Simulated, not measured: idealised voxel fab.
Module name: voxel wiring stack (process module)
200 nm wide, 5 nm square cells: that's cross-section cut.
In this document a cross-section is written as a grid of square cells. It is given as a series of bands, listed from the top down, and a band is one or more rows of cells.
Quick guide to a band line: top height, bottom height (nm) up front; then every material left to right with its width in nm. Only one material and it's marked "edge to edge"? Then it fills the band edge to edge. And "blank" just means empty space.
We count height from 0. Below that, the starting wafer is all one material. The lowest band never ends at the bottom but goes on down; see "0 and below" for how that is written.
Per-row width for "30..40": begins at first number (top row of band), ends at second number (bottom row), increment between rows held constant.
The cross-section has no changed cell in any step marked "stayed the same".
Empty spaces without an open route to the top, at least 8 cells in extent, make up the entry "Closed voids list"; each is given as width x height at distance, where the distance is measured from the left edge, and all are in nm.
On a step's line, text after the settings is the simulator commenting on that step.
You can add "overlay nm" to a step's line. For a step with a mask, it describes how far the mask lay to the right of its planned position, and a negative number describes a lay to the left.
These are the steps we planned for the process:
1,RECEIVE,material Si
2,CONFORMAL_DEP,material SiO2,thk nm 15
3,DIRECTIONAL_DEP,material TiN,thk nm 5
4,DIRECTIONAL_DEP,material Ru,thk nm 15
5,MASKED_ETCH,tone cover,mask id METAL_1,width nm 30,pitch nm 60,etch materials Ru,depth nm 15,overlay nm 0
6,MASKED_ETCH,tone cover,mask id METAL_1,width nm 30,pitch nm 60,etch materials TiN,depth nm 5,overlay nm 0
7,FILL_DEP,material lowk,thk nm 5
8,CMP,height nm 35
9,CONFORMAL_DEP,material SiCN,thk nm 5
10,DIRECTIONAL_DEP,material lowk,thk nm 20
11,PATTERN,tone open,mask id PLUG_1,material resist,width nm 15,pitch nm 60,thk nm 15,overlay nm 0
12,DIRECTIONAL_ETCH,etch materials lowk,depth nm 20
13,DIRECTIONAL_ETCH,etch materials SiCN,depth nm 5
14,STRIP,etch materials resist
15,CONFORMAL_DEP,material TiN,thk nm 5
16,FILL_DEP,material Cu,thk nm 5
17,CMP,height nm 60
18,DIRECTIONAL_DEP,material TiN,thk nm 5
19,DIRECTIONAL_DEP,material W,thk nm 15
20,PATTERN,tone cover,mask id METAL_2,material resist,width nm 30,pitch nm 60,thk nm 20,overlay nm 0
21,DIRECTIONAL_ETCH,etch materials W,depth nm 15
22,DIRECTIONAL_ETCH,etch materials TiN,depth nm 5
23,STRIP,etch materials resist
24,CONFORMAL_DEP,material SiCN,thk nm 5
25,FILL_DEP,material lowk,thk nm 10
26,CMP,height nm 80
27,CONFORMAL_DEP,material SiCN,thk nm 5
28,DIRECTIONAL_DEP,material SiO2,thk nm 20
29,MASKED_ETCH,tone open,mask id PLUG_2,width nm 15,pitch nm 60,etch materials SiO2,depth nm 20,overlay nm 0
30,MASKED_ETCH,tone open,mask id PLUG_2,width nm 15,pitch nm 60,etch materials SiCN,depth nm 5,overlay nm 0
31,EPI,material Ru,thk nm 10
32,EPI,material Ru,thk nm 10
33,EPI,material Ru,thk nm 5
34,DIRECTIONAL_DEP,material TiN,thk nm 5
35,DIRECTIONAL_DEP,material W,thk nm 25
36,MASKED_ETCH,tone cover,mask id METAL_3,width nm 30,pitch nm 60,etch materials W,depth nm 25,overlay nm 0
37,MASKED_ETCH,tone cover,mask id METAL_3,width nm 30,pitch nm 60,etch materials TiN,depth nm 5,overlay nm 0
38,CONFORMAL_DEP,material SiN,thk nm 5
39,FILL_DEP,material lowk,thk nm 10
40,CMP,height nm 135
41,CONFORMAL_DEP,material SiN,thk nm 5
Account of the first of two wafers, which was processed as intended:
Wafer at receipt (post step 1), cross-section:
> 0 and below | Si edge to edge
> Closed voids list: none
Cross-section: wafer state after step 2:
> 15 down to 0 | SiO2 edge to edge
> At heights below 0, the structure remains unaltered.
Cross-section: wafer state after step 3:
> 20 down to 15 | TiN edge to edge
> At heights below 15, the structure remains unaltered.
Cross-section: wafer state after step 4:
> 35 down to 20 | Ru edge to edge
> At heights below 20, the structure remains unaltered.
Cross-section: wafer state after step 5:
> 35 down to 20 | blank=55 | Ru=30 | blank=30 | Ru=30 | blank=55
> At heights below 20, the structure remains unaltered.
Cross-section: wafer state after step 6:
> 35 down to 20 | blank=55 | Ru=30 | blank=30 | Ru=30 | blank=55
> 20 down to 15 | blank=55 | TiN=30 | blank=30 | TiN=30 | blank=55
> At heights below 15, the structure remains unaltered.
Cross-section: wafer state after step 7:
> 40 down to 35 | lowk edge to edge
> 35 down to 20 | lowk=55 | Ru=30 | lowk=30 | Ru=30 | lowk=55
> 20 down to 15 | lowk=55 | TiN=30 | lowk=30 | TiN=30 | lowk=55
> At heights below 15, the structure remains unaltered.
Cross-section: wafer state after step 8:
> 35 down to 20 | lowk=55 | Ru=30 | lowk=30 | Ru=30 | lowk=55
> At heights below 20, the structure remains unaltered.
Cross-section: wafer state after step 9:
> 40 down to 35 | SiCN edge to edge
> At heights below 35, the structure remains unaltered.
Cross-section: wafer state after step 10:
> 60 down to 40 | lowk edge to edge
> At heights below 40, the structure remains unaltered.
Cross-section: wafer state after step 11:
> 75 down to 60 | resist=55 | blank=15 | resist=45 | blank=15 | resist=70
> At heights below 60, the structure remains unaltered.
Cross-section: wafer state after step 12:
> 75 down to 60 | resist=55 | blank=15 | resist=45 | blank=15 | resist=70
> 60 down to 40 | lowk=55 | blank=15 | lowk=45 | blank=15 | lowk=70
> At heights below 40, the structure remains unaltered.
Cross-section: wafer state after step 13:
> 75 down to 60 | resist=55 | blank=15 | resist=45 | blank=15 | resist=70
> 60 down to 40 | lowk=55 | blank=15 | lowk=45 | blank=15 | lowk=70
> 40 down to 35 | SiCN=55 | blank=15 | SiCN=45 | blank=15 | SiCN=70
> At heights below 35, the structure remains unaltered.
Cross-section: wafer state after step 14:
> 60 down to 40 | lowk=55 | blank=15 | lowk=45 | blank=15 | lowk=70
> At heights below 40, the structure remains unaltered.
Cross-section: wafer state after step 15:
> 65 down to 60 | TiN=60 | blank=5 | TiN=55 | blank=5 | TiN=75
> 60 down to 40 | lowk=55 | TiN=5 | blank=5 | TiN=5 | lowk=45 | TiN=5 | blank=5 | TiN=5 | lowk=70
> 40 down to 35 | SiCN=55 | TiN=15 | SiCN=45 | TiN=15 | SiCN=70
> At heights below 35, the structure remains unaltered.
Cross-section: wafer state after step 16:
> 70 down to 65 | Cu edge to edge
> 65 down to 60 | TiN=60 | Cu=5 | TiN=55 | Cu=5 | TiN=75
> 60 down to 40 | lowk=55 | TiN=5 | Cu=5 | TiN=5 | lowk=45 | TiN=5 | Cu=5 | TiN=5 | lowk=70
> At heights below 40, the structure remains unaltered.
Cross-section: wafer state after step 17:
> 60 down to 40 | lowk=55 | TiN=5 | Cu=5 | TiN=5 | lowk=45 | TiN=5 | Cu=5 | TiN=5 | lowk=70
> At heights below 40, the structure remains unaltered.
Cross-section: wafer state after step 18:
> 65 down to 60 | TiN edge to edge
> At heights below 60, the structure remains unaltered.
Cross-section: wafer state after step 19:
> 80 down to 65 | W edge to edge
> At heights below 65, the structure remains unaltered.
Cross-section: wafer state after step 20:
> 100 down to 80 | blank=55 | resist=30 | blank=30 | resist=30 | blank=55
> At heights below 80, the structure remains unaltered.
Cross-section: wafer state after step 21:
> 100 down to 80 | blank=55 | resist=30 | blank=30 | resist=30 | blank=55
> 80 down to 65 | blank=55 | W=30 | blank=30 | W=30 | blank=55
> At heights below 65, the structure remains unaltered.
Cross-section: wafer state after step 22:
> 100 down to 80 | blank=55 | resist=30 | blank=30 | resist=30 | blank=55
> 80 down to 65 | blank=55 | W=30 | blank=30 | W=30 | blank=55
> 65 down to 60 | blank=55 | TiN=30 | blank=30 | TiN=30 | blank=55
> At heights below 60, the structure remains unaltered.
Cross-section: wafer state after step 23:
> 80 down to 65 | blank=55 | W=30 | blank=30 | W=30 | blank=55
> At heights below 65, the structure remains unaltered.
Cross-section: wafer state after step 24:
> 85 down to 80 | blank=50 | SiCN=40 | blank=20 | SiCN=40 | blank=50
> 80 down to 65 | blank=50 | SiCN=5 | W=30 | SiCN=5 | blank=20 | SiCN=5 | W=30 | SiCN=5 | blank=50
> 65 down to 60 | SiCN=55 | TiN=30 | SiCN=30 | TiN=30 | SiCN=55
> At heights below 60, the structure remains unaltered.
Cross-section: wafer state after step 25:
> 95 down to 85 | lowk edge to edge
> 85 down to 80 | lowk=50 | SiCN=40 | lowk=20 | SiCN=40 | lowk=50
> 80 down to 65 | lowk=50 | SiCN=5 | W=30 | SiCN=5 | lowk=20 | SiCN=5 | W=30 | SiCN=5 | lowk=50
> At heights below 65, the structure remains unaltered.
Cross-section: wafer state after step 26:
> 80 down to 65 | lowk=50 | SiCN=5 | W=30 | SiCN=5 | lowk=20 | SiCN=5 | W=30 | SiCN=5 | lowk=50
> At heights below 65, the structure remains unaltered.
Cross-section: wafer state after step 27:
> 85 down to 80 | SiCN edge to edge
> At heights below 80, the structure remains unaltered.
Cross-section: wafer state after step 28:
> 105 down to 85 | SiO2 edge to edge
> At heights below 85, the structure remains unaltered.
Cross-section: wafer state after step 29:
> 105 down to 85 | SiO2=55 | blank=15 | SiO2=45 | blank=15 | SiO2=70
> At heights below 85, the structure remains unaltered.
Cross-section: wafer state after step 30:
> 105 down to 85 | SiO2=55 | blank=15 | SiO2=45 | blank=15 | SiO2=70
> 85 down to 80 | SiCN=55 | blank=15 | SiCN=45 | blank=15 | SiCN=70
> At heights below 80, the structure remains unaltered.
Cross-section: wafer state after step 31:
> 105 down to 90 | SiO2=55 | blank=15 | SiO2=45 | blank=15 | SiO2=70
> 90 down to 85 | SiO2=55 | Ru=15 | SiO2=45 | Ru=15 | SiO2=70
> 85 down to 80 | SiCN=55 | Ru=15 | SiCN=45 | Ru=15 | SiCN=70
> At heights below 80, the structure remains unaltered.
Cross-section: wafer state after step 32:
> 105 down to 100 | SiO2=55 | blank=15 | SiO2=45 | blank=15 | SiO2=70
> 100 down to 85 | SiO2=55 | Ru=15 | SiO2=45 | Ru=15 | SiO2=70
> At heights below 85, the structure remains unaltered.
Cross-section: wafer state after step 33:
> 105 down to 85 | SiO2=55 | Ru=15 | SiO2=45 | Ru=15 | SiO2=70
> At heights below 85, the structure remains unaltered.
Cross-section: wafer state after step 34:
> 110 down to 105 | TiN edge to edge
> At heights below 105, the structure remains unaltered.
Cross-section: wafer state after step 35:
> 135 down to 110 | W edge to edge
> At heights below 110, the structure remains unaltered.
Cross-section: wafer state after step 36:
> 135 down to 110 | blank=55 | W=30 | blank=30 | W=30 | blank=55
> At heights below 110, the structure remains unaltered.
Cross-section: wafer state after step 37:
> 135 down to 110 | blank=55 | W=30 | blank=30 | W=30 | blank=55
> 110 down to 105 | blank=55 | TiN=30 | blank=30 | TiN=30 | blank=55
> At heights below 105, the structure remains unaltered.
Cross-section: wafer state after step 38:
> 140 down to 135 | blank=50 | SiN=40 | blank=20 | SiN=40 | blank=50
> 135 down to 110 | blank=50 | SiN=5 | W=30 | SiN=5 | blank=20 | SiN=5 | W=30 | SiN=5 | blank=50
> 110 down to 105 | SiN=55 | TiN=30 | SiN=30 | TiN=30 | SiN=55
> At heights below 105, the structure remains unaltered.
Cross-section: wafer state after step 39:
> 150 down to 140 | lowk edge to edge
> 140 down to 135 | lowk=50 | SiN=40 | lowk=20 | SiN=40 | lowk=50
> 135 down to 110 | lowk=50 | SiN=5 | W=30 | SiN=5 | lowk=20 | SiN=5 | W=30 | SiN=5 | lowk=50
> At heights below 110, the structure remains unaltered.
Cross-section: wafer state after step 40:
> 135 down to 110 | lowk=50 | SiN=5 | W=30 | SiN=5 | lowk=20 | SiN=5 | W=30 | SiN=5 | lowk=50
> At heights below 110, the structure remains unaltered.
Cross-section: wafer state after step 41:
> 140 down to 135 | SiN edge to edge
> At heights below 135, the structure remains unaltered.
The second wafer was prepared from the same starting point and under the same plan as the first; its processing contained one mistake, and it remains indistinguishable from the first wafer up to and including step 27:
Cross-section of the second wafer when, according to plan, step 28 should have finished: stayed the same
Cross-section of the second wafer when, according to plan, step 29 should have finished: stayed the same
Cross-section of the second wafer when, according to plan, step 30 should have finished:
> 85 down to 80 | SiCN=55 | blank=15 | SiCN=45 | blank=15 | SiCN=70
> At heights below 80, the structure remains unaltered.
Cross-section of the second wafer when, according to plan, step 31 should have finished:
> 90 down to 85 | blank=50 | Ru=25 | blank=35 | Ru=25 | blank=65
> 85 down to 80 | SiCN=55 | Ru=15 | SiCN=45 | Ru=15 | SiCN=70
> At heights below 80, the structure remains unaltered.
Cross-section of the second wafer when, according to plan, step 32 should have finished:
> 100 down to 85 | blank=40 | Ru=45 | blank=15 | Ru=45 | blank=55
> At heights below 85, the structure remains unaltered.
Cross-section of the second wafer when, according to plan, step 33 should have finished:
> 105 down to 85 | blank=35 | Ru=55 | blank=5 | Ru=55 | blank=50
> At heights below 85, the structure remains unaltered.
Cross-section of the second wafer when, according to plan, step 34 should have finished:
> 110 down to 105 | blank=35 | TiN=55 | blank=5 | TiN=55 | blank=50
> 105 down to 90 | blank=35 | Ru=55 | blank=5 | Ru=55 | blank=50
> 90 down to 85 | TiN=35 | Ru=55 | TiN=5 | Ru=55 | TiN=50
> At heights below 85, the structure remains unaltered.
Cross-section of the second wafer when, according to plan, step 35 should have finished:
> 135 down to 115 | blank=35 | W=55 | blank=5 | W=55 | blank=50
> 115 down to 110 | W edge to edge
> 110 down to 105 | W=35 | TiN=55 | W=5 | TiN=55 | W=50
> 105 down to 90 | W=35 | Ru=55 | W=5 | Ru=55 | W=50
> At heights below 90, the structure remains unaltered.
Cross-section of the second wafer when, according to plan, step 36 should have finished:
> 135 down to 110 | blank=55 | W=30 | blank=30 | W=30 | blank=55
> 110 down to 105 | blank=35 | TiN=55 | blank=5 | TiN=55 | blank=50
> 105 down to 90 | blank=35 | Ru=55 | blank=5 | Ru=55 | blank=50
> At heights below 90, the structure remains unaltered.
Cross-section of the second wafer when, according to plan, step 37 should have finished:
> 135 down to 110 | blank=55 | W=30 | blank=30 | W=30 | blank=55
> 110 down to 105 | blank=55 | TiN=30 | blank=30 | TiN=30 | blank=55
> 105 down to 85 | blank=35 | Ru=55 | blank=5 | Ru=55 | blank=50
> At heights below 85, the structure remains unaltered.
Cross-section of the second wafer when, according to plan, step 38 should have finished:
> 140 down to 135 | blank=50 | SiN=40 | blank=20 | SiN=40 | blank=50
> 135 down to 110 | blank=50 | SiN=5 | W=30 | SiN=5 | blank=20 | SiN=5 | W=30 | SiN=5 | blank=50
> 110 down to 105 | blank=30 | SiN=25 | TiN=30 | SiN=30 | TiN=30 | SiN=10 | blank=45
> 105 down to 90 | blank=30 | SiN=5 | Ru=55 | SiN=5 | Ru=55 | SiN=5 | blank=45
> 90 down to 85 | SiN=35 | Ru=55 | SiN=5 | Ru=55 | SiN=50
> At heights below 85, the structure remains unaltered.
Cross-section of the second wafer when, according to plan, step 39 should have finished:
> 150 down to 140 | lowk edge to edge
> 140 down to 135 | lowk=50 | SiN=40 | lowk=20 | SiN=40 | lowk=50
> 135 down to 110 | lowk=50 | SiN=5 | W=30 | SiN=5 | lowk=20 | SiN=5 | W=30 | SiN=5 | lowk=50
> 110 down to 105 | lowk=30 | SiN=25 | TiN=30 | SiN=30 | TiN=30 | SiN=10 | lowk=45
> 105 down to 90 | lowk=30 | SiN=5 | Ru=55 | SiN=5 | Ru=55 | SiN=5 | lowk=45
> At heights below 90, the structure remains unaltered.
Cross-section of the second wafer when, according to plan, step 40 should have finished:
> 135 down to 110 | lowk=50 | SiN=5 | W=30 | SiN=5 | lowk=20 | SiN=5 | W=30 | SiN=5 | lowk=50
> At heights below 110, the structure remains unaltered.
Cross-section of the second wafer when, according to plan, step 41 should have finished:
> 140 down to 135 | SiN edge to edge
> At heights below 135, the structure remains unaltered.
Misprocessing identified: step 28 from the plan never happened, it was just skipped
Once processing is complete, comparing cell counts shows that the second wafer has more or fewer of certain materials than the first: 64 more of Ru | 12 more of SiN | 136 fewer of SiO2 | 60 more of lowk
